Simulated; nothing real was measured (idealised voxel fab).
process module | voxel self aligned vias
cross-section cut | 180 nm wide | cells 5 nm
A cross-section is a grid of square cells, given in bands from the top down. A band is one or more rows of cells.
Each band's line starts with the height of the band's top and of its bottom, in nm. Then come its materials from left to right, each with its width in nm. One material with "throughout" fills the band from edge to edge. "air" is empty space.
Height 0 is the level under which the wafer as received is all one material. The lowest band goes on downwards, as in "0 down".
A width such as "30 to 40" changes by the same amount from each row of cells to the next, from the band's top row to its bottom row.
"no change" after a step means that no cell of the cross-section changed.
closed voids: empty space of 8 cells or more with no open way to the top, each as width x height at its distance from the left edge, in nm
after a step's settings: what the simulator itself notes on the step
overlay nm, on a step with a mask: how far to the right of its planned place the mask lay; to the left if negative
plan
1 op RECEIVE | material Si
2 op CONFORMAL_DEP | material SiO2 | thk nm 10
3 op CONFORMAL_DEP | material SiCN | thk nm 5
4 op DIRECTIONAL_DEP | material SiO2 | thk nm 25
5 op PATTERN | tone open | mask id LINES | material resist | width nm 30 | pitch nm 55 | thk nm 20 | overlay nm 0
6 op DIRECTIONAL_ETCH | etch materials SiO2 | depth nm 25
7 op STRIP | etch materials resist
8 op CONFORMAL_DEP | material TiN | thk nm 5
9 op FILL_DEP | material W | thk nm 10
10 op CMP | height nm 40
11 op SELECTIVE_ETCH | etch materials W Ru TiN | depth nm 10
12 op FILL_DEP | material SiN | thk nm 5
13 op CMP | height nm 40
14 op DIRECTIONAL_DEP | material SiO2 | thk nm 20
15 op PATTERN | tone open | mask id VIAS | material resist | width nm 40 | pitch nm 55 | thk nm 20 | overlay nm 0
16 op DIRECTIONAL_ETCH | etch materials SiO2 | depth nm 20
17 op DIRECTIONAL_ETCH | etch materials SiN | depth nm 5
18 op STRIP | etch materials resist
19 op CONFORMAL_DEP | material TiN | thk nm 5
20 op FILL_DEP | material Cu | thk nm 5
21 op CMP | height nm 60
22 op CONFORMAL_DEP | material SiN | thk nm 5
varied across the wafers: depth nm of step 17. The plan shows the first wafer's value. All wafers start alike
first wafer as received, after step 1
  0 down: Si throughout
  closed voids: none
first wafer at the end, after step 22
  65 to 60: SiN throughout
  60 to 45: SiO2 40 | TiN 5 | Cu 30 | TiN 5 | SiO2 15 | TiN 5 | Cu 30 | TiN 5 | SiO2 45
  45 to 40: SiO2 40 | TiN 10 | Cu 20 | TiN 10 | SiO2 15 | TiN 10 | Cu 20 | TiN 10 | SiO2 45
  40 to 35: SiO2 45 | TiN 30 | SiO2 25 | TiN 30 | SiO2 50
  35 to 30: SiO2 45 | SiN 30 | SiO2 25 | SiN 30 | SiO2 50
  30 to 20: SiO2 45 | TiN 5 | W 20 | TiN 5 | SiO2 25 | TiN 5 | W 20 | TiN 5 | SiO2 50
  20 to 15: SiO2 45 | TiN 30 | SiO2 25 | TiN 30 | SiO2 50
  15 to 10: SiCN throughout
  10 to 0: SiO2 throughout
  0 down: Si throughout
  closed voids: none
last wafer at the end
  65 to 60: SiN throughout
  60 to 45: SiO2 40 | TiN 5 | Cu 30 | TiN 5 | SiO2 15 | TiN 5 | Cu 30 | TiN 5 | SiO2 45
  45 to 35: SiO2 40 to 45 | TiN 10 to 5 | Cu 20 | TiN 10 to 5 | SiO2 15 to 25 | TiN 10 to 5 | Cu 20 | TiN 10 to 5 | SiO2 45 to 50
  35 to 30: SiO2 45 | TiN 30 | SiO2 25 | TiN 30 | SiO2 50
  30 to 20: SiO2 45 | TiN 5 | W 20 | TiN 5 | SiO2 25 | TiN 5 | W 20 | TiN 5 | SiO2 50
  20 to 15: SiO2 45 | TiN 30 | SiO2 25 | TiN 30 | SiO2 50
  15 to 10: SiCN throughout
  10 to 0: SiO2 throughout
  0 down: Si throughout
  closed voids: none
each wafer at the end: cells of each material gained (+) or lost (-) since it was received, then its closed voids
depth nm 5 | +44 Cu | +36 SiCN | +48 SiN | +272 SiO2 | +52 TiN | +16 W | closed voids: none
depth nm 10 | +52 Cu | +36 SiCN | +36 SiN | +272 SiO2 | +56 TiN | +16 W | closed voids: none
depth nm 15 | +52 Cu | +36 SiCN | +36 SiN | +272 SiO2 | +56 TiN | +16 W | closed voids: none
depth nm 20 | +52 Cu | +36 SiCN | +36 SiN | +272 SiO2 | +56 TiN | +16 W | closed voids: none
depth nm 25 | +52 Cu | +36 SiCN | +36 SiN | +272 SiO2 | +56 TiN | +16 W | closed voids: none
